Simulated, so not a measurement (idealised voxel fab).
The following process module bears the name voxel ribs on slabs.
It is cross-section cut that appears here, measuring 155 nm in width, its square cells being 5 nm in size.
In what follows, cross-sections appear as grids of square cells, described through bands that run from the top down, where every band is one or more rows of cells. Top height, bottom height, nm. Materials left to right, width each, nm. Single material + "throughout" = fills band edge to edge. "air" = empty. Note: height 0 marks the level under which the wafer is uniformly one material as received. Lowest band unbounded below, written "0 nm and below". Width: "30 to 40" (first number = top row, second number = bottom row, same change from row to row of cells). Where a step carries "remained the same", the cross-section came out of it unchanged, cell for cell. In "Enclosed void listing" the enclosed voids are listed, meaning empty spaces of 8 cells or larger without any opening to the top. The form is width x height at distance, distance from the left edge, units nm. Heads up: the bit after the settings on a step's line is the simulator's remark on that step. "overlay nm" on a masked step: distance the mask lay right of its planned place, negative for left. Read the rest as pairs. Take the cross-section before one process step, then the cross-section after it, which shows only down to the lowest band that changed. Under the pair, find the step between them and its settings. Bear in mind that pairs may come from different runs of this module on the same starting wafer: link a pair to the pair above it only where its entry headed "State before step" says to.

STATE BEFORE STEP
	0 nm and below: Si throughout
	Enclosed void listing: none

SECTIONAL VIEW, POST-PROCESS
	25 nm to 0 nm: SiO2 throughout
	Unchanged below 0.
	Enclosed void listing: none
Quick note on the step between the two cross-sections above: DIRECTIONAL_DEP [material SiO2] [thk nm 25]

State before step: Reference is made to the cross-section shown after the step in the pair directly above, which represents the state prior to this step.

SECTIONAL VIEW, POST-PROCESS
	45 nm to 25 nm: SiN throughout
	Unchanged below 25.
	Enclosed void listing: none
Quick note on the step between the two cross-sections above: DIRECTIONAL_DEP [material SiN] [thk nm 20]

State before step: Reference is made to the cross-section shown after the step in the pair directly above, which represents the state prior to this step.

SECTIONAL VIEW, POST-PROCESS
	60 nm to 45 nm: aC throughout
	Unchanged below 45.
	Enclosed void listing: none
Quick note on the step between the two cross-sections above: DIRECTIONAL_DEP [material aC] [thk nm 15]

State before step: Reference is made to the cross-section shown after the step in the pair directly above, which represents the state prior to this step.

SECTIONAL VIEW, POST-PROCESS
	95 nm to 60 nm: 60 of air / 30 of resist / 65 of air
	Unchanged below 60.
	Enclosed void listing: none
Quick note on the step between the two cross-sections above: PATTERN [tone cover] [mask id RIB] [material resist] [width nm 30] [thk nm 35] [overlay nm 0]

State before step: Reference is made to the cross-section shown after the step in the pair directly above, which represents the state prior to this step.

SECTIONAL VIEW, POST-PROCESS
	80 nm to 60 nm: 60 of air / 30 of resist / 65 of air
	60 nm to 45 nm: 60 of air / 30 of aC / 65 of air
	Unchanged below 45.
	Enclosed void listing: none
Quick note on the step between the two cross-sections above: DIRECTIONAL_ETCH [etch materials aC] [depth nm 15]

State before step: Reference is made to the cross-section shown after the step in the pair directly above, which represents the state prior to this step.

SECTIONAL VIEW, POST-PROCESS
	60 nm to 45 nm: 60 of air / 30 of aC / 65 of air
	Unchanged below 45.
	Enclosed void listing: none
Quick note on the step between the two cross-sections above: STRIP [etch materials resist]

State before step: Reference is made to the cross-section shown after the step in the pair directly above, which represents the state prior to this step.

SECTIONAL VIEW, POST-PROCESS
	60 nm to 45 nm: 60 of air / 30 of aC / 65 of air
	45 nm to 35 nm: 60 of air / 30 of SiN / 65 of air
	Unchanged below 35.
	Enclosed void listing: none
Quick note on the step between the two cross-sections above: DIRECTIONAL_ETCH [etch materials SiN] [depth nm 10]

State before step: Reference is made to the cross-section shown after the step in the pair directly above, which represents the state prior to this step.

SECTIONAL VIEW, POST-PROCESS
	45 nm to 35 nm: 60 of air / 30 of SiN / 65 of air
	Unchanged below 35.
	Enclosed void listing: none
Quick note on the step between the two cross-sections above: STRIP [etch materials aC]

State before step: Reference is made to the cross-section shown after the step in the pair directly above, which represents the state prior to this step.

SECTIONAL VIEW, POST-PROCESS
	60 nm to 50 nm: 60 of air / 30 of aC / 65 of air
	50 nm to 45 nm: aC throughout
	45 nm to 35 nm: 60 of aC / 30 of SiN / 65 of aC
	Unchanged below 35.
	Enclosed void listing: none
Quick note on the step between the two cross-sections above: DIRECTIONAL_DEP [material aC] [thk nm 15]

State before step: Reference is made to the cross-section shown after the step in the pair directly above, which represents the state prior to this step.

SECTIONAL VIEW, POST-PROCESS
	90 nm to 60 nm: 45 of air / 60 of resist / 50 of air
	60 nm to 50 nm: 45 of air / 15 of resist / 30 of aC / 15 of resist / 50 of air
	Unchanged below 50.
	Enclosed void listing: none
Quick note on the step between the two cross-sections above: PATTERN [tone cover] [mask id SLAB] [material resist] [width nm 60] [thk nm 30] [overlay nm 0]

State before step: Reference is made to the cross-section shown after the step in the pair directly above, which represents the state prior to this step.

SECTIONAL VIEW, POST-PROCESS
	75 nm to 60 nm: 45 of air / 60 of resist / 50 of air
	60 nm to 50 nm: 45 of air / 15 of resist / 30 of aC / 15 of resist / 50 of air
	50 nm to 45 nm: 45 of air / 60 of aC / 50 of air
	45 nm to 35 nm: 45 of air / 15 of aC / 30 of SiN / 15 of aC / 50 of air
	Unchanged below 35.
	Enclosed void listing: none
Quick note on the step between the two cross-sections above: DIRECTIONAL_ETCH [etch materials aC] [depth nm 15]

State before step: Reference is made to the cross-section shown after the step in the pair directly above, which represents the state prior to this step.

SECTIONAL VIEW, POST-PROCESS
	60 nm to 50 nm: 60 of air / 30 of aC / 65 of air
	Unchanged below 50.
	Enclosed void listing: none
Quick note on the step between the two cross-sections above: STRIP [etch materials resist]

State before step: Reference is made to the cross-section shown after the step in the pair directly above, which represents the state prior to this step.

SECTIONAL VIEW, POST-PROCESS
	60 nm to 50 nm: 60 of air / 30 of aC / 65 of air
	50 nm to 45 nm: 45 of air / 60 of aC / 50 of air
	45 nm to 35 nm: 45 of air / 15 of aC / 30 of SiN / 15 of aC / 50 of air
	35 nm to 25 nm: 45 of air / 60 of SiN / 50 of air
	Unchanged below 25.
	Enclosed void listing: none
Quick note on the step between the two cross-sections above: DIRECTIONAL_ETCH [etch materials SiN] [depth nm 10]

State before step: Reference is made to the cross-section shown after the step in the pair directly above, which represents the state prior to this step.

SECTIONAL VIEW, POST-PROCESS
	45 nm to 35 nm: 60 of air / 30 of SiN / 65 of air
	Unchanged below 35.
	Enclosed void listing: none
Quick note on the step between the two cross-sections above: STRIP [etch materials aC]

State before step: Reference is made to the cross-section shown after the step in the pair directly above, which represents the state prior to this step.

SECTIONAL VIEW, POST-PROCESS
	65 nm to 45 nm: SiO2 throughout
	45 nm to 35 nm: 60 of SiO2 / 30 of SiN / 65 of SiO2
	35 nm to 25 nm: 45 of SiO2 / 60 of SiN / 50 of SiO2
	Unchanged below 25.
	Enclosed void listing: none
Quick note on the step between the two cross-sections above: FILL_DEP [material SiO2] [thk nm 20]

State before step: Reference is made to the cross-section shown after the step in the pair directly above, which represents the state prior to this step.

SECTIONAL VIEW, POST-PROCESS
	55 nm to 45 nm: SiO2 throughout
	Unchanged below 45.
	Enclosed void listing: none
Quick note on the step between the two cross-sections above: CMP [height nm 55]

State before step: Reference is made to the cross-section shown after the step in the pair directly above, which represents the state prior to this step.

SECTIONAL VIEW, POST-PROCESS
	65 nm to 55 nm: TiN throughout
	Unchanged below 55.
	Enclosed void listing: none
Quick note on the step between the two cross-sections above: DIRECTIONAL_DEP [material TiN] [thk nm 10]

State before step: Reference is made to the cross-section shown after the step in the pair directly above, which represents the state prior to this step.

SECTIONAL VIEW, POST-PROCESS
	85 nm to 65 nm: 55 of air / 40 of resist / 60 of air
	Unchanged below 65.
	Enclosed void listing: none
Quick note on the step between the two cross-sections above: PATTERN [tone cover] [mask id HEATER] [material resist] [width nm 40] [thk nm 20] [overlay nm 0]

State before step: Reference is made to the cross-section shown after the step in the pair directly above, which represents the state prior to this step.

SECTIONAL VIEW, POST-PROCESS
	85 nm to 65 nm: 55 of air / 40 of resist / 60 of air
	65 nm to 55 nm: 55 of air / 40 of TiN / 60 of air
	Unchanged below 55.
	Enclosed void listing: none
Quick note on the step between the two cross-sections above: DIRECTIONAL_ETCH [etch materials TiN] [depth nm 10]

State before step: Reference is made to the cross-section shown after the step in the pair directly above, which represents the state prior to this step.

SECTIONAL VIEW, POST-PROCESS
	65 nm to 55 nm: 55 of air / 40 of TiN / 60 of air
	Unchanged below 55.
	Enclosed void listing: none
Quick note on the step between the two cross-sections above: STRIP [etch materials resist]

State before step: Reference is made to the cross-section shown after the step in the pair directly above, which represents the state prior to this step.

SECTIONAL VIEW, POST-PROCESS
	70 nm to 65 nm: 50 of air / 50 of SiN / 55 of air
	65 nm to 60 nm: 50 of air / 5 of SiN / 40 of TiN / 5 of SiN / 55 of air
	60 nm to 55 nm: 55 of SiN / 40 of TiN / 60 of SiN
	Unchanged below 55.
	Enclosed void listing: none
Quick note on the step between the two cross-sections above: CONFORMAL_DEP [material SiN] [thk nm 5]

STATE BEFORE STEP
	25 nm to 0 nm: SiO2 throughout
	0 nm and below: Si throughout
	Enclosed void listing: none

SECTIONAL VIEW, POST-PROCESS
	50 nm to 0 nm: SiO2 throughout
	Unchanged below 0.
	Enclosed void listing: none
Quick note on the step between the two cross-sections above: DIRECTIONAL_DEP [material SiO2] [thk nm 25]

State before step: Reference is made to the cross-section shown after the step in the pair directly above, which represents the state prior to this step.

SECTIONAL VIEW, POST-PROCESS
	70 nm to 50 nm: SiN throughout
	Unchanged below 50.
	Enclosed void listing: none
Quick note on the step between the two cross-sections above: DIRECTIONAL_DEP [material SiN] [thk nm 20]

State before step: Reference is made to the cross-section shown after the step in the pair directly above, which represents the state prior to this step.

SECTIONAL VIEW, POST-PROCESS
	85 nm to 70 nm: aC throughout
	Unchanged below 70.
	Enclosed void listing: none
Quick note on the step between the two cross-sections above: DIRECTIONAL_DEP [material aC] [thk nm 15]

State before step: Reference is made to the cross-section shown after the step in the pair directly above, which represents the state prior to this step.

SECTIONAL VIEW, POST-PROCESS
	120 nm to 85 nm: 60 of air / 30 of resist / 65 of air
	Unchanged below 85.
	Enclosed void listing: none
Quick note on the step between the two cross-sections above: PATTERN [tone cover] [mask id RIB] [material resist] [width nm 30] [thk nm 35] [overlay nm 0]

State before step: Reference is made to the cross-section shown after the step in the pair directly above, which represents the state prior to this step.

SECTIONAL VIEW, POST-PROCESS
	105 nm to 85 nm: 60 of air / 30 of resist / 65 of air
	85 nm to 70 nm: 60 of air / 30 of aC / 65 of air
	Unchanged below 70.
	Enclosed void listing: none
Quick note on the step between the two cross-sections above: DIRECTIONAL_ETCH [etch materials aC] [depth nm 15]

State before step: Reference is made to the cross-section shown after the step in the pair directly above, which represents the state prior to this step.

SECTIONAL VIEW, POST-PROCESS
	85 nm to 70 nm: 60 of air / 30 of aC / 65 of air
	Unchanged below 70.
	Enclosed void listing: none
Quick note on the step between the two cross-sections above: STRIP [etch materials resist]

State before step: Reference is made to the cross-section shown after the step in the pair directly above, which represents the state prior to this step.

SECTIONAL VIEW, POST-PROCESS
	85 nm to 70 nm: 60 of air / 30 of aC / 65 of air
	70 nm to 60 nm: 60 of air / 30 of SiN / 65 of air
	Unchanged below 60.
	Enclosed void listing: none
Quick note on the step between the two cross-sections above: DIRECTIONAL_ETCH [etch materials SiN] [depth nm 10]

State before step: Reference is made to the cross-section shown after the step in the pair directly above, which represents the state prior to this step.

SECTIONAL VIEW, POST-PROCESS
	70 nm to 60 nm: 60 of air / 30 of SiN / 65 of air
	Unchanged below 60.
	Enclosed void listing: none
Quick note on the step between the two cross-sections above: STRIP [etch materials aC]

State before step: Reference is made to the cross-section shown after the step in the pair directly above, which represents the state prior to this step.

SECTIONAL VIEW, POST-PROCESS
	85 nm to 75 nm: 60 of air / 30 of aC / 65 of air
	75 nm to 70 nm: aC throughout
	70 nm to 60 nm: 60 of aC / 30 of SiN / 65 of aC
	Unchanged below 60.
	Enclosed void listing: none
Quick note on the step between the two cross-sections above: DIRECTIONAL_DEP [material aC] [thk nm 15]

State before step: Reference is made to the cross-section shown after the step in the pair directly above, which represents the state prior to this step.

SECTIONAL VIEW, POST-PROCESS
	115 nm to 85 nm: 45 of air / 60 of resist / 50 of air
	85 nm to 75 nm: 45 of air / 15 of resist / 30 of aC / 15 of resist / 50 of air
	Unchanged below 75.
	Enclosed void listing: none
Quick note on the step between the two cross-sections above: PATTERN [tone cover] [mask id SLAB] [material resist] [width nm 60] [thk nm 30] [overlay nm 0]

State before step: Reference is made to the cross-section shown after the step in the pair directly above, which represents the state prior to this step.

SECTIONAL VIEW, POST-PROCESS
	100 nm to 85 nm: 45 of air / 60 of resist / 50 of air
	85 nm to 75 nm: 45 of air / 15 of resist / 30 of aC / 15 of resist / 50 of air
	75 nm to 70 nm: 45 of air / 60 of aC / 50 of air
	70 nm to 60 nm: 45 of air / 15 of aC / 30 of SiN / 15 of aC / 50 of air
	Unchanged below 60.
	Enclosed void listing: none
Quick note on the step between the two cross-sections above: DIRECTIONAL_ETCH [etch materials aC] [depth nm 15]

State before step: Reference is made to the cross-section shown after the step in the pair directly above, which represents the state prior to this step.

SECTIONAL VIEW, POST-PROCESS
	85 nm to 75 nm: 60 of air / 30 of aC / 65 of air
	Unchanged below 75.
	Enclosed void listing: none
Quick note on the step between the two cross-sections above: STRIP [etch materials resist]

State before step: Reference is made to the cross-section shown after the step in the pair directly above, which represents the state prior to this step.

SECTIONAL VIEW, POST-PROCESS
	85 nm to 75 nm: 60 of air / 30 of aC / 65 of air
	75 nm to 70 nm: 45 of air / 60 of aC / 50 of air
	70 nm to 60 nm: 45 of air / 15 of aC / 30 of SiN / 15 of aC / 50 of air
	60 nm to 50 nm: 45 of air / 60 of SiN / 50 of air
	Unchanged below 50.
	Enclosed void listing: none
Quick note on the step between the two cross-sections above: DIRECTIONAL_ETCH [etch materials SiN] [depth nm 10]

State before step: Reference is made to the cross-section shown after the step in the pair directly above, which represents the state prior to this step.

SECTIONAL VIEW, POST-PROCESS
	70 nm to 60 nm: 60 of air / 30 of SiN / 65 of air
	Unchanged below 60.
	Enclosed void listing: none
Quick note on the step between the two cross-sections above: STRIP [etch materials aC]

State before step: Reference is made to the cross-section shown after the step in the pair directly above, which represents the state prior to this step.

SECTIONAL VIEW, POST-PROCESS
	90 nm to 70 nm: SiO2 throughout
	70 nm to 60 nm: 60 of SiO2 / 30 of SiN / 65 of SiO2
	60 nm to 50 nm: 45 of SiO2 / 60 of SiN / 50 of SiO2
	Unchanged below 50.
	Enclosed void listing: none
Quick note on the step between the two cross-sections above: FILL_DEP [material SiO2] [thk nm 20]

State before step: Reference is made to the cross-section shown after the step in the pair directly above, which represents the state prior to this step.

SECTIONAL VIEW, POST-PROCESS
	55 nm to 50 nm: 45 of SiO2 / 60 of SiN / 50 of SiO2
	Unchanged below 50.
	Enclosed void listing: none
Quick note on the step between the two cross-sections above: CMP [height nm 55]

State before step: Reference is made to the cross-section shown after the step in the pair directly above, which represents the state prior to this step.

SECTIONAL VIEW, POST-PROCESS
	65 nm to 55 nm: TiN throughout
	Unchanged below 55.
	Enclosed void listing: none
Quick note on the step between the two cross-sections above: DIRECTIONAL_DEP [material TiN] [thk nm 10]

State before step: Reference is made to the cross-section shown after the step in the pair directly above, which represents the state prior to this step.

SECTIONAL VIEW, POST-PROCESS
	85 nm to 65 nm: 55 of air / 40 of resist / 60 of air
	Unchanged below 65.
	Enclosed void listing: none
Quick note on the step between the two cross-sections above: PATTERN [tone cover] [mask id HEATER] [material resist] [width nm 40] [thk nm 20] [overlay nm 0]

State before step: Reference is made to the cross-section shown after the step in the pair directly above, which represents the state prior to this step.

SECTIONAL VIEW, POST-PROCESS
	85 nm to 65 nm: 55 of air / 40 of resist / 60 of air
	65 nm to 55 nm: 55 of air / 40 of TiN / 60 of air
	Unchanged below 55.
	Enclosed void listing: none
Quick note on the step between the two cross-sections above: DIRECTIONAL_ETCH [etch materials TiN] [depth nm 10]

State before step: Reference is made to the cross-section shown after the step in the pair directly above, which represents the state prior to this step.

SECTIONAL VIEW, POST-PROCESS
	65 nm to 55 nm: 55 of air / 40 of TiN / 60 of air
	Unchanged below 55.
	Enclosed void listing: none
Quick note on the step between the two cross-sections above: STRIP [etch materials resist]

State before step: Reference is made to the cross-section shown after the step in the pair directly above, which represents the state prior to this step.

SECTIONAL VIEW, POST-PROCESS
	70 nm to 65 nm: 50 of air / 50 of SiN / 55 of air
	65 nm to 60 nm: 50 of air / 5 of SiN / 40 of TiN / 5 of SiN / 55 of air
	60 nm to 55 nm: 55 of SiN / 40 of TiN / 60 of SiN
	Unchanged below 55.
	Enclosed void listing: none
Quick note on the step between the two cross-sections above: CONFORMAL_DEP [material SiN] [thk nm 5]

STATE BEFORE STEP
	0 nm and below: Si throughout
	Enclosed void listing: none

SECTIONAL VIEW, POST-PROCESS
	20 nm to 0 nm: SiN throughout
	Unchanged below 0.
	Enclosed void listing: none
Quick note on the step between the two cross-sections above: DIRECTIONAL_DEP [material SiN] [thk nm 20]

State before step: Reference is made to the cross-section shown after the step in the pair directly above, which represents the state prior to this step.

SECTIONAL VIEW, POST-PROCESS
	45 nm to 20 nm: SiO2 throughout
	Unchanged below 20.
	Enclosed void listing: none
Quick note on the step between the two cross-sections above: DIRECTIONAL_DEP [material SiO2] [thk nm 25]

State before step: Reference is made to the cross-section shown after the step in the pair directly above, which represents the state prior to this step.

SECTIONAL VIEW, POST-PROCESS
	60 nm to 45 nm: aC throughout
	Unchanged below 45.
	Enclosed void listing: none
Quick note on the step between the two cross-sections above: DIRECTIONAL_DEP [material aC] [thk nm 15]

State before step: Reference is made to the cross-section shown after the step in the pair directly above, which represents the state prior to this step.

SECTIONAL VIEW, POST-PROCESS
	95 nm to 60 nm: 60 of air / 30 of resist / 65 of air
	Unchanged below 60.
	Enclosed void listing: none
Quick note on the step between the two cross-sections above: PATTERN [tone cover] [mask id RIB] [material resist] [width nm 30] [thk nm 35] [overlay nm 0]

State before step: Reference is made to the cross-section shown after the step in the pair directly above, which represents the state prior to this step.

SECTIONAL VIEW, POST-PROCESS
	80 nm to 60 nm: 60 of air / 30 of resist / 65 of air
	60 nm to 45 nm: 60 of air / 30 of aC / 65 of air
	Unchanged below 45.
	Enclosed void listing: none
Quick note on the step between the two cross-sections above: DIRECTIONAL_ETCH [etch materials aC] [depth nm 15]

State before step: Reference is made to the cross-section shown after the step in the pair directly above, which represents the state prior to this step.

SECTIONAL VIEW, POST-PROCESS
	60 nm to 45 nm: 60 of air / 30 of aC / 65 of air
	Unchanged below 45.
	Enclosed void listing: none
Quick note on the step between the two cross-sections above: STRIP [etch materials resist]

State before step: Reference is made to the cross-section shown after the step in the pair directly above, which represents the state prior to this step.

SECTIONAL VIEW, POST-PROCESS
	45 nm to 20 nm: SiO2 throughout
	Unchanged below 20.
	Enclosed void listing: none
Quick note on the step between the two cross-sections above: STRIP [etch materials aC]

STATE BEFORE STEP
	60 nm to 45 nm: aC throughout
	45 nm to 20 nm: SiO2 throughout
	20 nm to 0 nm: SiN throughout
	0 nm and below: Si throughout
	Enclosed void listing: none

SECTIONAL VIEW, POST-PROCESS
	90 nm to 60 nm: 45 of air / 60 of resist / 50 of air
	Unchanged below 60.
	Enclosed void listing: none
Quick note on the step between the two cross-sections above: PATTERN [tone cover] [mask id SLAB] [material resist] [width nm 60] [thk nm 30] [overlay nm 0]

State before step: Reference is made to the cross-section shown after the step in the pair directly above, which represents the state prior to this step.

SECTIONAL VIEW, POST-PROCESS
	75 nm to 60 nm: 45 of air / 60 of resist / 50 of air
	60 nm to 45 nm: 45 of air / 60 of aC / 50 of air
	Unchanged below 45.
	Enclosed void listing: none
Quick note on the step between the two cross-sections above: DIRECTIONAL_ETCH [etch materials aC] [depth nm 15]

State before step: Reference is made to the cross-section shown after the step in the pair directly above, which represents the state prior to this step.

SECTIONAL VIEW, POST-PROCESS
	60 nm to 45 nm: 45 of air / 60 of aC / 50 of air
	Unchanged below 45.
	Enclosed void listing: none
Quick note on the step between the two cross-sections above: STRIP [etch materials resist]

State before step: Reference is made to the cross-section shown after the step in the pair directly above, which represents the state prior to this step.

SECTIONAL VIEW, POST-PROCESS
	45 nm to 20 nm: SiO2 throughout
	Unchanged below 20.
	Enclosed void listing: none
Quick note on the step between the two cross-sections above: STRIP [etch materials aC]

State before step: Reference is made to the cross-section shown after the step in the pair directly above, which represents the state prior to this step.

SECTIONAL VIEW, POST-PROCESS
	65 nm to 20 nm: SiO2 throughout
	Unchanged below 20.
	Enclosed void listing: none
Quick note on the step between the two cross-sections above: FILL_DEP [material SiO2] [thk nm 20]

State before step: Reference is made to the cross-section shown after the step in the pair directly above, which represents the state prior to this step.

SECTIONAL VIEW, POST-PROCESS
	55 nm to 20 nm: SiO2 throughout
	Unchanged below 20.
	Enclosed void listing: none
Quick note on the step between the two cross-sections above: CMP [height nm 55]

State before step: Reference is made to the cross-section shown after the step in the pair directly above, which represents the state prior to this step.

SECTIONAL VIEW, POST-PROCESS
	65 nm to 55 nm: TiN throughout
	Unchanged below 55.
	Enclosed void listing: none
Quick note on the step between the two cross-sections above: DIRECTIONAL_DEP [material TiN] [thk nm 10]

State before step: Reference is made to the cross-section shown after the step in the pair directly above, which represents the state prior to this step.

SECTIONAL VIEW, POST-PROCESS
	85 nm to 65 nm: 55 of air / 40 of resist / 60 of air
	Unchanged below 65.
	Enclosed void listing: none
Quick note on the step between the two cross-sections above: PATTERN [tone cover] [mask id HEATER] [material resist] [width nm 40] [thk nm 20] [overlay nm 0]

State before step: Reference is made to the cross-section shown after the step in the pair directly above, which represents the state prior to this step.

SECTIONAL VIEW, POST-PROCESS
	85 nm to 65 nm: 55 of air / 40 of resist / 60 of air
	65 nm to 55 nm: 55 of air / 40 of TiN / 60 of air
	Unchanged below 55.
	Enclosed void listing: none
Quick note on the step between the two cross-sections above: DIRECTIONAL_ETCH [etch materials TiN] [depth nm 10]

State before step: Reference is made to the cross-section shown after the step in the pair directly above, which represents the state prior to this step.

SECTIONAL VIEW, POST-PROCESS
	65 nm to 55 nm: 55 of air / 40 of TiN / 60 of air
	Unchanged below 55.
	Enclosed void listing: none
Quick note on the step between the two cross-sections above: STRIP [etch materials resist]

State before step: Reference is made to the cross-section shown after the step in the pair directly above, which represents the state prior to this step.

SECTIONAL VIEW, POST-PROCESS
	70 nm to 65 nm: 50 of air / 50 of SiN / 55 of air
	65 nm to 60 nm: 50 of air / 5 of SiN / 40 of TiN / 5 of SiN / 55 of air
	60 nm to 55 nm: 55 of SiN / 40 of TiN / 60 of SiN
	Unchanged below 55.
	Enclosed void listing: none
Quick note on the step between the two cross-sections above: CONFORMAL_DEP [material SiN] [thk nm 5]

STATE BEFORE STEP
	60 nm to 45 nm: 60 of air / 30 of aC / 65 of air
	45 nm to 25 nm: SiN throughout
	25 nm to 0 nm: SiO2 throughout
	0 nm and below: Si throughout
	Enclosed void listing: none

SECTIONAL VIEW, POST-PROCESS
	60 nm to 45 nm: 60 of air / 30 of aC / 65 of air
	45 nm to 30 nm: 60 of air / 30 of SiN / 65 of air
	Unchanged below 30.
	Enclosed void listing: none
Quick note on the step between the two cross-sections above: DIRECTIONAL_ETCH [etch materials SiN] [depth nm 15]

State before step: Reference is made to the cross-section shown after the step in the pair directly above, which represents the state prior to this step.

SECTIONAL VIEW, POST-PROCESS
	45 nm to 30 nm: 60 of air / 30 of SiN / 65 of air
	Unchanged below 30.
	Enclosed void listing: none
Quick note on the step between the two cross-sections above: STRIP [etch materials aC]

State before step: Reference is made to the cross-section shown after the step in the pair directly above, which represents the state prior to this step.

SECTIONAL VIEW, POST-PROCESS
	60 nm to 45 nm: 60 of air / 30 of aC / 65 of air
	45 nm to 30 nm: 60 of aC / 30 of SiN / 65 of aC
	Unchanged below 30.
	Enclosed void listing: none
Quick note on the step between the two cross-sections above: DIRECTIONAL_DEP [material aC] [thk nm 15]

State before step: Reference is made to the cross-section shown after the step in the pair directly above, which represents the state prior to this step.

SECTIONAL VIEW, POST-PROCESS
	90 nm to 60 nm: 45 of air / 60 of resist / 50 of air
	60 nm to 45 nm: 45 of air / 15 of resist / 30 of aC / 15 of resist / 50 of air
	Unchanged below 45.
	Enclosed void listing: none
Quick note on the step between the two cross-sections above: PATTERN [tone cover] [mask id SLAB] [material resist] [width nm 60] [thk nm 30] [overlay nm 0]

State before step: Reference is made to the cross-section shown after the step in the pair directly above, which represents the state prior to this step.

SECTIONAL VIEW, POST-PROCESS
	75 nm to 60 nm: 45 of air / 60 of resist / 50 of air
	60 nm to 45 nm: 45 of air / 15 of resist / 30 of aC / 15 of resist / 50 of air
	45 nm to 30 nm: 45 of air / 15 of aC / 30 of SiN / 15 of aC / 50 of air
	Unchanged below 30.
	Enclosed void listing: none
Quick note on the step between the two cross-sections above: DIRECTIONAL_ETCH [etch materials aC] [depth nm 15]

State before step: Reference is made to the cross-section shown after the step in the pair directly above, which represents the state prior to this step.

SECTIONAL VIEW, POST-PROCESS
	60 nm to 45 nm: 60 of air / 30 of aC / 65 of air
	Unchanged below 45.
	Enclosed void listing: none
Quick note on the step between the two cross-sections above: STRIP [etch materials resist]

State before step: Reference is made to the cross-section shown after the step in the pair directly above, which represents the state prior to this step.

SECTIONAL VIEW, POST-PROCESS
	60 nm to 45 nm: 60 of air / 30 of aC / 65 of air
	45 nm to 30 nm: 45 of air / 15 of aC / 30 of SiN / 15 of aC / 50 of air
	30 nm to 25 nm: 45 of air / 60 of SiN / 50 of air
	Unchanged below 25.
	Enclosed void listing: none
Quick note on the step between the two cross-sections above: DIRECTIONAL_ETCH [etch materials SiN] [depth nm 10]

State before step: Reference is made to the cross-section shown after the step in the pair directly above, which represents the state prior to this step.

SECTIONAL VIEW, POST-PROCESS
	45 nm to 30 nm: 60 of air / 30 of SiN / 65 of air
	Unchanged below 30.
	Enclosed void listing: none
Quick note on the step between the two cross-sections above: STRIP [etch materials aC]

State before step: Reference is made to the cross-section shown after the step in the pair directly above, which represents the state prior to this step.

SECTIONAL VIEW, POST-PROCESS
	65 nm to 45 nm: SiO2 throughout
	45 nm to 30 nm: 60 of SiO2 / 30 of SiN / 65 of SiO2
	30 nm to 25 nm: 45 of SiO2 / 60 of SiN / 50 of SiO2
	Unchanged below 25.
	Enclosed void listing: none
Quick note on the step between the two cross-sections above: FILL_DEP [material SiO2] [thk nm 20]

State before step: Reference is made to the cross-section shown after the step in the pair directly above, which represents the state prior to this step.

SECTIONAL VIEW, POST-PROCESS
	55 nm to 45 nm: SiO2 throughout
	Unchanged below 45.
	Enclosed void listing: none
Quick note on the step between the two cross-sections above: CMP [height nm 55]

State before step: Reference is made to the cross-section shown after the step in the pair directly above, which represents the state prior to this step.

SECTIONAL VIEW, POST-PROCESS
	65 nm to 55 nm: TiN throughout
	Unchanged below 55.
	Enclosed void listing: none
Quick note on the step between the two cross-sections above: DIRECTIONAL_DEP [material TiN] [thk nm 10]

State before step: Reference is made to the cross-section shown after the step in the pair directly above, which represents the state prior to this step.

SECTIONAL VIEW, POST-PROCESS
	85 nm to 65 nm: 55 of air / 40 of resist / 60 of air
	Unchanged below 65.
	Enclosed void listing: none
Quick note on the step between the two cross-sections above: PATTERN [tone cover] [mask id HEATER] [material resist] [width nm 40] [thk nm 20] [overlay nm 0]

State before step: Reference is made to the cross-section shown after the step in the pair directly above, which represents the state prior to this step.

SECTIONAL VIEW, POST-PROCESS
	85 nm to 65 nm: 55 of air / 40 of resist / 60 of air
	65 nm to 55 nm: 55 of air / 40 of TiN / 60 of air
	Unchanged below 55.
	Enclosed void listing: none
Quick note on the step between the two cross-sections above: DIRECTIONAL_ETCH [etch materials TiN] [depth nm 10]

State before step: Reference is made to the cross-section shown after the step in the pair directly above, which represents the state prior to this step.

SECTIONAL VIEW, POST-PROCESS
	65 nm to 55 nm: 55 of air / 40 of TiN / 60 of air
	Unchanged below 55.
	Enclosed void listing: none
Quick note on the step between the two cross-sections above: STRIP [etch materials resist]

State before step: Reference is made to the cross-section shown after the step in the pair directly above, which represents the state prior to this step.

SECTIONAL VIEW, POST-PROCESS
	70 nm to 65 nm: 50 of air / 50 of SiN / 55 of air
	65 nm to 60 nm: 50 of air / 5 of SiN / 40 of TiN / 5 of SiN / 55 of air
	60 nm to 55 nm: 55 of SiN / 40 of TiN / 60 of SiN
	Unchanged below 55.
	Enclosed void listing: none
Quick note on the step between the two cross-sections above: CONFORMAL_DEP [material SiN] [thk nm 5]

STATE BEFORE STEP
	60 nm to 50 nm: 60 of air / 30 of aC / 65 of air
	50 nm to 45 nm: aC throughout
	45 nm to 35 nm: 60 of aC / 30 of SiN / 65 of aC
	35 nm to 25 nm: SiN throughout
	25 nm to 0 nm: SiO2 throughout
	0 nm and below: Si throughout
	Enclosed void listing: none

SECTIONAL VIEW, POST-PROCESS
	90 nm to 60 nm: 45 of air / 65 of resist / 45 of air
	60 nm to 50 nm: 45 of air / 15 of resist / 30 of aC / 20 of resist / 45 of air
	Unchanged below 50.
	Enclosed void listing: none
Quick note on the step between the two cross-sections above: PATTERN [tone cover] [mask id SLAB] [material resist] [width nm 65] [thk nm 30] [overlay nm 0]

State before step: Reference is made to the cross-section shown after the step in the pair directly above, which represents the state prior to this step.

SECTIONAL VIEW, POST-PROCESS
	75 nm to 60 nm: 45 of air / 65 of resist / 45 of air
	60 nm to 50 nm: 45 of air / 15 of resist / 30 of aC / 20 of resist / 45 of air
	50 nm to 45 nm: 45 of air / 65 of aC / 45 of air
	45 nm to 35 nm: 45 of air / 15 of aC / 30 of SiN / 20 of aC / 45 of air
	Unchanged below 35.
	Enclosed void listing: none
Quick note on the step between the two cross-sections above: DIRECTIONAL_ETCH [etch materials aC] [depth nm 15]

State before step: Reference is made to the cross-section shown after the step in the pair directly above, which represents the state prior to this step.

SECTIONAL VIEW, POST-PROCESS
	60 nm to 50 nm: 60 of air / 30 of aC / 65 of air
	Unchanged below 50.
	Enclosed void listing: none
Quick note on the step between the two cross-sections above: STRIP [etch materials resist]
